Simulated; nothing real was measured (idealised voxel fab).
process module | voxel ribs on slabs
Cross-section cut: width 155 nm, square cells of 5 nm.
Heads up, the way a cross-section reads in here is a grid of square cells, handed over as bands from the top down, with every band being one or more rows of cells. The entry gives the band's vertical extent as a top height and a bottom height in nm, then its horizontal make-up as materials from left to right, each with a width in nm. "empty" stands for empty space; a single material marked "edge to edge" fills the band edge to edge. Zero point of the height axis is 0; under it, received wafer = one material. Lowest band: continues down indefinitely, "0 and below". The notation "30->40" denotes a width that varies across the rows of cells in the band, beginning at the first number in the top row, finishing at the second number in the bottom row, and changing by an identical amount from each row to the next. A step reported as "nothing altered" is a step in which no cell of the cross-section changed. In "Fully sealed cavities" the enclosed voids are listed, meaning empty spaces of 8 cells or larger without any opening to the top. The form is width x height at distance, distance from the left edge, units nm. Read whatever lies past the settings on a step's line as the simulator's own remark about the step. overlay nm: mask right of planned place by this much (step with mask). Neg. = left.
## Process steps (planned)
1. RECEIVE | material Si
2. DIRECTIONAL_DEP | material SiO2 | thk nm 25
3. DIRECTIONAL_DEP | material SiN | thk nm 15
4. PATTERN | tone cover | mask id RIB | material resist | width nm 15 | thk nm 15 | overlay nm 0
5. DIRECTIONAL_ETCH | etch materials SiN | depth nm 10
6. STRIP | etch materials resist
7. MASKED_ETCH | tone cover | mask id SLAB | width nm 65 | etch materials SiN | depth nm 5 | overlay nm 0
8. FILL_DEP | material SiO2 | thk nm 20
9. CMP | height nm 55
10. DIRECTIONAL_DEP | material W | thk nm 10
11. MASKED_ETCH | tone cover | mask id HEATER | width nm 25 | etch materials W | depth nm 10 | overlay nm 0
12. CONFORMAL_DEP | material SiO2 | thk nm 10
## first wafer, as planned
## Received-state cross-section, reflecting completion of step 1
* 0 and below: Si edge to edge
* Fully sealed cavities: none
## State of the wafer after step 2, shown in cross-section
* 25 down to 0: SiO2 edge to edge
* Everything under 0 stays put, no change at all.
## State of the wafer after step 3, shown in cross-section
* 40 down to 25: SiN edge to edge
* Everything under 25 stays put, no change at all.
## State of the wafer after step 4, shown in cross-section
* 55 down to 40: empty 70 / resist 15 / empty 70
* Everything under 40 stays put, no change at all.
## State of the wafer after step 5, shown in cross-section
* 55 down to 40: empty 70 / resist 15 / empty 70
* 40 down to 30: empty 70 / SiN 15 / empty 70
* Everything under 30 stays put, no change at all.
## State of the wafer after step 6, shown in cross-section
* 40 down to 30: empty 70 / SiN 15 / empty 70
* Everything under 30 stays put, no change at all.
## State of the wafer after step 7, shown in cross-section
* 40 down to 30: empty 70 / SiN 15 / empty 70
* 30 down to 25: empty 45 / SiN 65 / empty 45
* Everything under 25 stays put, no change at all.
## State of the wafer after step 8, shown in cross-section
* 60 down to 40: SiO2 edge to edge
* 40 down to 30: SiO2 70 / SiN 15 / SiO2 70
* 30 down to 25: SiO2 45 / SiN 65 / SiO2 45
* Everything under 25 stays put, no change at all.
## State of the wafer after step 9, shown in cross-section
* 55 down to 40: SiO2 edge to edge
* Everything under 40 stays put, no change at all.
## State of the wafer after step 10, shown in cross-section
* 65 down to 55: W edge to edge
* Everything under 55 stays put, no change at all.
## State of the wafer after step 11, shown in cross-section
* 65 down to 55: empty 65 / W 25 / empty 65
* Everything under 55 stays put, no change at all.
## State of the wafer after step 12, shown in cross-section
* 75 down to 65: empty 55 / SiO2 45 / empty 55
* 65 down to 55: SiO2 65 / W 25 / SiO2 65
* Everything under 55 stays put, no change at all.
## Second wafer - shared start and plan with the first - one error in running - same as the first up to step 1 inclusive
## Cross-section of the second wafer at the time step 2 of the plan should have ended
* 50 down to 0: SiO2 edge to edge
* Everything under 0 stays put, no change at all.
## Cross-section of the second wafer at the time step 3 of the plan should have ended
* 65 down to 50: SiN edge to edge
* Everything under 50 stays put, no change at all.
## Cross-section of the second wafer at the time step 4 of the plan should have ended
* 80 down to 65: empty 70 / resist 15 / empty 70
* Everything under 65 stays put, no change at all.
## Cross-section of the second wafer at the time step 5 of the plan should have ended
* 80 down to 65: empty 70 / resist 15 / empty 70
* 65 down to 55: empty 70 / SiN 15 / empty 70
* Everything under 55 stays put, no change at all.
## Cross-section of the second wafer at the time step 6 of the plan should have ended
* 65 down to 55: empty 70 / SiN 15 / empty 70
* Everything under 55 stays put, no change at all.
## Cross-section of the second wafer at the time step 7 of the plan should have ended
* 65 down to 55: empty 70 / SiN 15 / empty 70
* 55 down to 50: empty 45 / SiN 65 / empty 45
* Everything under 50 stays put, no change at all.
## Cross-section of the second wafer at the time step 8 of the plan should have ended
* 85 down to 65: SiO2 edge to edge
* 65 down to 55: SiO2 70 / SiN 15 / SiO2 70
* 55 down to 50: SiO2 45 / SiN 65 / SiO2 45
* Everything under 50 stays put, no change at all.
## Cross-section of the second wafer at the time step 9 of the plan should have ended
* 55 down to 50: SiO2 45 / SiN 65 / SiO2 45
* Everything under 50 stays put, no change at all.
## Cross-section of the second wafer at the time step 10 of the plan should have ended
* 65 down to 55: W edge to edge
* Everything under 55 stays put, no change at all.
## Cross-section of the second wafer at the time step 11 of the plan should have ended
* 65 down to 55: empty 65 / W 25 / empty 65
* Everything under 55 stays put, no change at all.
## Cross-section of the second wafer at the time step 12 of the plan should have ended
* 75 down to 65: empty 55 / SiO2 45 / empty 55
* 65 down to 55: SiO2 65 / W 25 / SiO2 65
* Everything under 55 stays put, no change at all.
What went wrong in running the wafer? execution of plan step 2 occurred twice
It is noted that, at the conclusion of processing, the second wafer exhibits a higher or lower cell count for certain materials relative to the first: SiN -6; SiO2 +6
